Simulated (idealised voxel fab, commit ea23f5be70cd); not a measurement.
This is a process module. Its name is voxel released beams.
It is cross-section cut that appears here, measuring 220 nm in width, its square cells being 5 nm in size.
Heads up, the way a cross-section reads in here is a grid of square cells, handed over as bands from the top down, with every band being one or more rows of cells.
A band entry consists of two parts. The first gives the height of the band's top and the height of its bottom, in nm. The rest lists the band's materials from left to right, each with its width in nm. A single material labelled with the word "everywhere" fills the band from edge to edge, and the word "air" marks empty space.
A quick word on heights: they are counted from 0, and under that level the wafer as it came to us is one material throughout. The lowest band is different from the rest in having no bottom; it simply continues downward, written as in "0..down".
A two-number width, for instance "30->40", indicates that the width is equal to the first number in the top row of the band and to the second number in the bottom row, and that it changes by a constant amount per row of cells.
Reading "same as before" for a step: not a cell of the cross-section changed in it.
"Closed void register" enumerates empty spaces isolated from the top, with no open way to it, that contain at least 8 cells, giving each as width x height at distance from the left edge, all three in nm.
On each step's line, the part that comes after the settings is the simulator's own comment on the step.
Steps that use a mask can have "overlay nm" on their line. It says how far the mask sat to the right of where it was meant to be. Negative means to the left.
**Set out below are the planned steps of the process**
1. RECEIVE with material Si
2. CONFORMAL_DEP with material SiN, thk nm 10
3. DIRECTIONAL_DEP with material SiO2, thk nm 15
4. MASKED_ETCH with tone open, mask id ANCHOR, width nm 45, etch materials SiO2, depth nm 15, overlay nm 0
5. CONFORMAL_DEP with material TiN, thk nm 15
6. PATTERN with tone cover, mask id BEAM, material resist, width nm 130, thk nm 20, overlay nm -15
7. DIRECTIONAL_ETCH with etch materials TiN, depth nm 15
8. STRIP with etch materials resist
9. STRIP with etch materials SiO2
The plan's step 6 overlay nm is the first wafer's value; the wafers differ in this setting and start identical.
**Cross-sectional view of the first of several wafers in the as-received condition, corresponding to the state following step 1**
0..down: Si everywhere
Closed void register: none
**Once step 9, the last step, is complete, the module is at its end; this is the cross-section of the first of several wafers**
40..25: air 25  TiN 35  air 15  TiN 80  air 65
25..10: air 45  TiN 45  air 130
10..0: SiN everywhere
0..down: Si everywhere
Closed void register: none
**Cross-sectional view, end of module, last wafer of several**
40..25: air 55  TiN 5  air 15  TiN 110  air 35
25..10: air 45  TiN 45  air 130
10..0: SiN everywhere
0..down: Si everywhere
Closed void register: none
**The table below has one row for each wafer; a row shows, as of the end of the module, how many cells of each material the wafer has gained, marked (+), or lost, marked (-), since it was received, and then the wafer's closed voids**
overlay nm -15; +88 SiN; +96 TiN; Closed void register: none
overlay nm -10; +88 SiN; +96 TiN; Closed void register: none
overlay nm -5; +88 SiN; +96 TiN; Closed void register: none
overlay nm 0; +88 SiN; +96 TiN; Closed void register: none
overlay nm 5; +88 SiN; +96 TiN; Closed void register: none
overlay nm 10; +88 SiN; +96 TiN; Closed void register: none
overlay nm 15; +88 SiN; +96 TiN; Closed void register: none
